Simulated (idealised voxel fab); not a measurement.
Title: Process Module voxel double patterning
It is cross-section cut that appears here, measuring 210 nm in width, its square cells being 5 nm in size.
Cross-section format: a grid of square cells, given as bands from top to bottom; each band is one or more rows of cells.
Read a band's entry like this: the first values are the height of its top and the height of its bottom in nm, and what follows is the sequence of materials from left to right, each with its width in nm. Note that "air" is empty space, and that a single material marked "full width" reaches across the band from edge to edge.
Heights are measured from 0, the level below which the as-received wafer is all one material; the lowest band has no bottom and continues downward, written as in "0..down".
It should be noted that a width expressed as "30->40" varies in equal increments from row to row of cells within the band, taking the value of the first number at the top row and that of the second number at the bottom row.
Key: "remained the same" - step with no changed cell in the cross-section.
Reported under the label "Closed empty spaces" are the empty spaces having no open way to the top and comprising 8 cells or more; the notation for each is width x height at distance, in which the distance is measured from the left edge and all three values are in nm.
The remark found on a step's line after its settings is issued by the simulator itself and pertains to that step.
overlay nm, on a step with a mask: how far to the right of its planned place the mask lay; to the left if negative
LIST OF PLANNED PROCESS STEPS
| 1 | RECEIVE | material Si |
| 2 | CONFORMAL_DEP | material SiO2 | thk nm 5 |
| 3 | DIRECTIONAL_DEP | material W | thk nm 10 |
| 4 | DIRECTIONAL_DEP | material SiN | thk nm 10 |
| 5 | MASKED_ETCH | tone open | mask id FIRST | width nm 15 | pitch nm 50 | etch materials SiN | depth nm 10 | overlay nm 0 |
| 6 | MASKED_ETCH | tone open | mask id SECOND | width nm 15 | etch materials SiN | depth nm 10 | overlay nm 0 |
| 7 | DIRECTIONAL_ETCH | etch materials W | depth nm 10 |
| 8 | STRIP | etch materials SiN |
FIRST WAFER OUT OF TWO, PROCESSED AS PLANNED
CROSS-SECTION OF THE WAFER AS IT CAME TO US, I.E., ALREADY THROUGH STEP 1
    0..down | Si full width
    Closed empty spaces: none
AFTER STEP 2: WAFER CROSS-SECTION
    5..0 | SiO2 full width
    Note: structure below 0 unchanged.
AFTER STEP 3: WAFER CROSS-SECTION
    15..5 | W full width
    Note: structure below 5 unchanged.
AFTER STEP 4: WAFER CROSS-SECTION
    25..15 | SiN full width
    Note: structure below 15 unchanged.
AFTER STEP 5: WAFER CROSS-SECTION
    25..15 | SiN 70; air 15; SiN 35; air 15; SiN 75
    Note: structure below 15 unchanged.
AFTER STEP 6: WAFER CROSS-SECTION
    25..15 | SiN 70; air 15; SiN 10; air 15; SiN 10; air 15; SiN 75
    Note: structure below 15 unchanged.
AFTER STEP 7: WAFER CROSS-SECTION
    25..15 | SiN 70; air 15; SiN 10; air 15; SiN 10; air 15; SiN 75
    15..5 | W 70; air 15; W 10; air 15; W 10; air 15; W 75
    Note: structure below 5 unchanged.
AFTER STEP 8: WAFER CROSS-SECTION
    15..5 | W 70; air 15; W 10; air 15; W 10; air 15; W 75
    Note: structure below 5 unchanged.
IT IS TO BE NOTED THAT THE SECOND WAFER PROCEEDED FROM THE SAME INITIAL STATE AND ACCORDING TO THE SAME PLAN AS THE FIRST, ALTHOUGH ONE MISTAKE WAS COMMITTED IN ITS EXECUTION; THROUGH STEP 4, INCLUSIVE, THE TWO WAFERS SHARE AN IDENTICAL HISTORY
SECOND WAFER PROFILE IN SECTION, AT THE MOMENT STEP 5 OF THE PLAN WAS MEANT TO BE COMPLETE
    25..15 | SiN 60; air 15; SiN 35; air 15; SiN 85
    Note: structure below 15 unchanged.
SECOND WAFER PROFILE IN SECTION, AT THE MOMENT STEP 6 OF THE PLAN WAS MEANT TO BE COMPLETE
    25..15 | SiN 60; air 15; SiN 20; air 30; SiN 85
    Note: structure below 15 unchanged.
SECOND WAFER PROFILE IN SECTION, AT THE MOMENT STEP 7 OF THE PLAN WAS MEANT TO BE COMPLETE
    25..15 | SiN 60; air 15; SiN 20; air 30; SiN 85
    15..5 | W 60; air 15; W 20; air 30; W 85
    Note: structure below 5 unchanged.
SECOND WAFER PROFILE IN SECTION, AT THE MOMENT STEP 8 OF THE PLAN WAS MEANT TO BE COMPLETE
    15..5 | W 60; air 15; W 20; air 30; W 85
    Note: structure below 5 unchanged.
Plan not followed: rather than as planned, step 5 actually ran as MASKED_ETCH | tone open | mask id FIRST | width nm 15 | pitch nm 50 | etch materials SiN | depth nm 10 | overlay nm -10
Heads up: at the end the two wafers have identical cell counts per material, they're just laid out differently.
